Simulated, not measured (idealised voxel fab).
voxel fin reveal: a process module
We display cut, a cross-section 295 nm in width whose square cells are each 5 nm.
If you're reading a cross-section in this doc, picture square cells in a grid; it comes to you as bands, top ones listed first down to the bottom, and a band can be one or more rows of cells. The band entry comprises the height of the band's top followed by the height of its bottom, expressed in nm, and subsequently the band's materials from left to right, each stated together with its width in nm. Where a single material is marked with the word "throughout", that material fills the band from edge to edge. The word "blank" represents empty space. Height 0 is the level under which the wafer as received is all one material. The lowest band goes on downwards, as in "0..down". The notation "30..40" denotes a width that varies across the rows of cells in the band, beginning at the first number in the top row, finishing at the second number in the bottom row, and changing by an identical amount from each row to the next. "no change" after a step means that no cell of the cross-section changed. This entry, "Unvented internal voids", enumerates those empty regions of no fewer than 8 cells that possess no open connection to the top. Each region is reported in the form width x height at distance, the distance being taken from the left edge, with all three quantities expressed in nm. That trailing text on a step's line, after the settings, is the simulator's own remark on the step. Regarding "overlay nm": on a step with a mask, it is the distance the mask lay to the right of its planned place; a negative value places it to the left.
[Process steps (planned)]
1,RECEIVE,material Si
2,CONFORMAL_DEP,material SiN,thk nm 10
3,MASKED_ETCH,tone cover,mask id FINS,width nm 15,pitch nm 45,etch materials SiN,depth nm 10,overlay nm 0
4,MASKED_ETCH,tone cover,mask id FINS,width nm 15,pitch nm 45,etch materials Si,depth nm 40,overlay nm 0
5,OXIDIZE,depth nm 5
6,FILL_DEP,material SiO2,thk nm 15
7,CMP,height nm 0
8,SELECTIVE_ETCH,etch materials SiO2,depth nm 25
9,STRIP,etch materials SiN
For this document, wafers share an identical start and vary in the step 7 height nm; the plan quotes the first wafer's value.
[Incoming state of the first of several wafers in cross-section: after step 1]
- 0..down: Si throughout
- Unvented internal voids: none
[First of several wafers, sectioned at end of module (last step: step 9)]
- 0..-25: blank (120)  Si (5)  blank (40)  Si (5)  blank (125)
- -25..-45: SiO2 (120)  Si (5)  SiO2 (40)  Si (5)  SiO2 (125)
- -45..down: Si throughout
- Unvented internal voids: none
[Cross-section at module completion, last wafer]
- 0..-45: SiO2 (120)  Si (5)  SiO2 (40)  Si (5)  SiO2 (125)
- -45..down: Si throughout
- Unvented internal voids: none
[Wafer rows, end of module: cells per material gained (+) or lost (-) since receipt; closed voids last]
height nm 0; -513 Si; +228 SiO2; Unvented internal voids: none
height nm 5; -513 Si; +285 SiO2; Unvented internal voids: none
height nm 10; -513 Si; +342 SiO2; Unvented internal voids: none
height nm 15; -513 Si; +399 SiO2; Unvented internal voids: none
height nm 20; -513 Si; +456 SiO2; Unvented internal voids: none
height nm 25; -513 Si; +513 SiO2; Unvented internal voids: none
